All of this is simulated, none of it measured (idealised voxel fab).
process module | voxel transistor to metal
cross-section cut | 165 nm wide | cells 5 nm
A cross-section is a grid of square cells, given in bands from the top down. A band is one or more rows of cells.
Each band's line starts with the height of the band's top and of its bottom, in nm. Then come its materials from left to right, each with its width in nm. One material with "throughout" fills the band from edge to edge. "air" is empty space.
Height 0 is the level under which the wafer as received is all one material. The lowest band goes on downwards, as in "0 down".
A width such as "30 to 40" changes by the same amount from each row of cells to the next, from the band's top row to its bottom row.
"no change" after a step means that no cell of the cross-section changed.
closed voids: empty space of 8 cells or more with no open way to the top, each as width x height at its distance from the left edge, in nm
after a step's settings: what the simulator itself notes on the step
overlay nm, on a step with a mask: how far to the right of its planned place the mask lay; to the left if negative
plan
1 op RECEIVE | material Si
2 op OXIDIZE | depth nm 5
3 op CONFORMAL_DEP | material SiN | thk nm 10
4 op MASKED_ETCH | tone cover | mask id ACTIVE | width nm 105 | etch materials SiN | depth nm 10 | overlay nm 0
5 op MASKED_ETCH | tone cover | mask id ACTIVE | width nm 105 | etch materials SiO2 | depth nm 5 | overlay nm 0
6 op MASKED_ETCH | tone cover | mask id ACTIVE | width nm 105 | etch materials Si | depth nm 35 | overlay nm 0
7 op FILL_DEP | material SiO2 | thk nm 10
8 op CMP | height nm 10
9 op SELECTIVE_ETCH | etch materials SiO2 | depth nm 5
10 op STRIP | etch materials SiN
11 op SELECTIVE_ETCH | etch materials SiO2 | depth nm 5
12 op OXIDIZE | depth nm 5
13 op DIRECTIONAL_DEP | material polySi | thk nm 20
14 op DIRECTIONAL_DEP | material SiCN | thk nm 10
15 op PATTERN | tone cover | mask id GATE | material resist | width nm 25 | thk nm 20 | overlay nm -15
16 op DIRECTIONAL_ETCH | etch materials SiCN | depth nm 20
17 op DIRECTIONAL_ETCH | etch materials polySi | depth nm 30
18 op STRIP | etch materials resist
19 op CONFORMAL_DEP | material SiN | thk nm 10
20 op DIRECTIONAL_ETCH | etch materials SiN | depth nm 10
21 op DIRECTIONAL_ETCH | etch materials SiO2 | depth nm 5
22 op DIRECTIONAL_ETCH | etch materials Si | depth nm 5
23 op EPI | material nSi | thk nm 10
24 op FILL_DEP | material SiO2 | thk nm 5
25 op CMP | height nm 25
26 op DIRECTIONAL_DEP | material SiO2 | thk nm 15
27 op MASKED_ETCH | tone open | mask id CONTACT | width nm 30 | pitch nm 65 | etch materials SiO2 | depth nm 45 | overlay nm 0
28 op CONFORMAL_DEP | material TiN | thk nm 5
29 op FILL_DEP | material Ru | thk nm 5
30 op CMP | height nm 40
31 op DIRECTIONAL_DEP | material TiN | thk nm 5
32 op DIRECTIONAL_DEP | material W | thk nm 15
33 op DIRECTIONAL_DEP | material aC | thk nm 15
34 op PATTERN | tone cover | mask id METAL_1 | material resist | width nm 20 | pitch nm 75 | thk nm 30 | overlay nm 0
35 op DIRECTIONAL_ETCH | etch materials aC | depth nm 15
36 op STRIP | etch materials resist
37 op DIRECTIONAL_ETCH | etch materials W | depth nm 15
38 op DIRECTIONAL_ETCH | etch materials TiN | depth nm 5
39 op STRIP | etch materials aC
40 op FILL_DEP | material lowk | thk nm 5
41 op CMP | height nm 60
42 op CONFORMAL_DEP | material SiCN | thk nm 5
43 op DIRECTIONAL_DEP | material SiO2 | thk nm 30
44 op MASKED_ETCH | tone open | mask id METAL_2 | width nm 20 | pitch nm 75 | etch materials SiO2 | depth nm 15 | overlay nm 0
45 op MASKED_ETCH | tone open | mask id METAL_2_HOLES | width nm 15 | pitch nm 75 | etch materials SiO2 | depth nm 15 | overlay nm 0
46 op MASKED_ETCH | tone open | mask id METAL_2_HOLES | width nm 15 | pitch nm 75 | etch materials SiCN | depth nm 5 | overlay nm 0
47 op CONFORMAL_DEP | material TiN | thk nm 5
48 op FILL_DEP | material Cu | thk nm 5
49 op CMP | height nm 95
50 op CONFORMAL_DEP | material SiN | thk nm 5
varied across the wafers: overlay nm of step 15. The plan shows the first wafer's value. All wafers start alike
first wafer as received, after step 1
  0 down: Si throughout
  closed voids: none
first wafer at the end, after step 50
  100 to 95: SiN throughout
  95 to 85: SiO2 35 | TiN 5 | Cu 10 | TiN 5 | SiO2 55 | TiN 5 | Cu 10 | TiN 5 | SiO2 35
  85 to 80: SiO2 35 | TiN 5 | Cu 5 | TiN 10 | SiO2 55 | TiN 5 | Cu 5 | TiN 10 | SiO2 35
  80 to 65: SiO2 35 | TiN 5 | Cu 5 | TiN 5 | SiO2 60 | TiN 5 | Cu 5 | TiN 5 | SiO2 40
  65 to 60: SiCN 35 | TiN 15 | SiCN 60 | TiN 15 | SiCN 40
  60 to 45: lowk 35 | W 20 | lowk 55 | W 20 | lowk 35
  45 to 40: lowk 35 | TiN 20 | lowk 55 | TiN 20 | lowk 35
  40 to 30: SiO2 35 | TiN 5 | Ru 20 | TiN 5 | SiO2 35 | TiN 5 | Ru 20 | TiN 5 | SiO2 35
  30 to 25: SiO2 35 | TiN 30 | SiO2 35 | TiN 5 | Ru 20 | TiN 5 | SiO2 35
  25 to 15: SiO2 35 | TiN 10 | SiN 10 | SiCN 25 | SiN 10 | SiO2 10 | TiN 5 | Ru 20 | TiN 5 | SiO2 35
  15 to 5: SiO2 35 | TiN 10 | SiN 10 | polySi 25 | SiN 10 | SiO2 10 | TiN 5 | Ru 20 | TiN 5 | SiO2 35
  5 to 0: SiO2 35 | TiN 10 | SiN 10 | polySi 25 | SiN 10 | SiO2 10 | TiN 5 | Ru 10 | TiN 15 | SiO2 35
  0 to -5: SiO2 25 | SiN 10 | nSi 10 | SiN 10 | polySi 25 | SiN 10 | nSi 10 | TiN 20 | nSi 10 | SiN 10 | SiO2 25
  -5 to -10: SiO2 35 | nSi 10 | SiO2 45 | nSi 40 | SiO2 35
  -10 to -15: SiO2 30 | Si 5 | nSi 10 | Si 45 | nSi 40 | Si 5 | SiO2 30
  -15 to -40: SiO2 30 | Si 105 | SiO2 30
  -40 down: Si throughout
  closed voids: none
last wafer at the end
  100 to 95: SiN throughout
  95 to 85: SiO2 35 | TiN 5 | Cu 10 | TiN 5 | SiO2 55 | TiN 5 | Cu 10 | TiN 5 | SiO2 35
  85 to 80: SiO2 35 | TiN 5 | Cu 5 | TiN 10 | SiO2 55 | TiN 5 | Cu 5 | TiN 10 | SiO2 35
  80 to 65: SiO2 35 | TiN 5 | Cu 5 | TiN 5 | SiO2 60 | TiN 5 | Cu 5 | TiN 5 | SiO2 40
  65 to 60: SiCN 35 | TiN 15 | SiCN 60 | TiN 15 | SiCN 40
  60 to 45: lowk 35 | W 20 | lowk 55 | W 20 | lowk 35
  45 to 40: lowk 35 | TiN 20 | lowk 55 | TiN 20 | lowk 35
  40 to 30: SiO2 35 | TiN 5 | Ru 20 | TiN 5 | SiO2 35 | TiN 5 | Ru 20 | TiN 5 | SiO2 35
  30 to 25: SiO2 35 | TiN 5 | Ru 20 | TiN 5 | SiO2 35 | TiN 30 | SiO2 35
  25 to 15: SiO2 35 | TiN 5 | Ru 20 | TiN 5 | SiO2 10 | SiN 10 | SiCN 25 | SiN 10 | TiN 10 | SiO2 35
  15 to 5: SiO2 35 | TiN 5 | Ru 20 | TiN 5 | SiO2 10 | SiN 10 | polySi 25 | SiN 10 | TiN 10 | SiO2 35
  5 to 0: SiO2 35 | TiN 15 | Ru 10 | TiN 5 | SiO2 10 | SiN 10 | polySi 25 | SiN 10 | TiN 10 | SiO2 35
  0 to -5: SiO2 25 | SiN 10 | nSi 10 | TiN 20 | nSi 10 | SiN 10 | polySi 25 | SiN 10 | nSi 10 | SiN 10 | SiO2 25
  -5 to -10: SiO2 35 | nSi 40 | SiO2 45 | nSi 10 | SiO2 35
  -10 to -15: SiO2 30 | Si 5 | nSi 40 | Si 45 | nSi 10 | Si 5 | SiO2 30
  -15 to -40: SiO2 30 | Si 105 | SiO2 30
  -40 down: Si throughout
  closed voids: none
each wafer at the end: cells of each material gained (+) or lost (-) since it was received, then its closed voids
overlay nm -15 | +16 Cu | +38 Ru | -148 Si | +37 SiCN | +61 SiN | +404 SiO2 | +82 TiN | +24 W | +100 lowk | +26 nSi | +20 polySi | closed voids: none
overlay nm -10 | +16 Cu | +42 Ru | -148 Si | +37 SiCN | +61 SiN | +399 SiO2 | +82 TiN | +24 W | +100 lowk | +27 nSi | +20 polySi | closed voids: none
overlay nm -5 | +16 Cu | +46 Ru | -148 Si | +37 SiCN | +61 SiN | +394 SiO2 | +82 TiN | +24 W | +100 lowk | +28 nSi | +20 polySi | closed voids: none
overlay nm 0 | +16 Cu | +46 Ru | -148 Si | +37 SiCN | +61 SiN | +394 SiO2 | +82 TiN | +24 W | +100 lowk | +28 nSi | +20 polySi | closed voids: none
overlay nm 5 | +16 Cu | +46 Ru | -148 Si | +37 SiCN | +61 SiN | +394 SiO2 | +82 TiN | +24 W | +100 lowk | +28 nSi | +20 polySi | closed voids: none
overlay nm 10 | +16 Cu | +42 Ru | -148 Si | +37 SiCN | +61 SiN | +399 SiO2 | +82 TiN | +24 W | +100 lowk | +27 nSi | +20 polySi | closed voids: none
overlay nm 15 | +16 Cu | +38 Ru | -148 Si | +37 SiCN | +61 SiN | +404 SiO2 | +82 TiN | +24 W | +100 lowk | +26 nSi | +20 polySi | closed voids: none
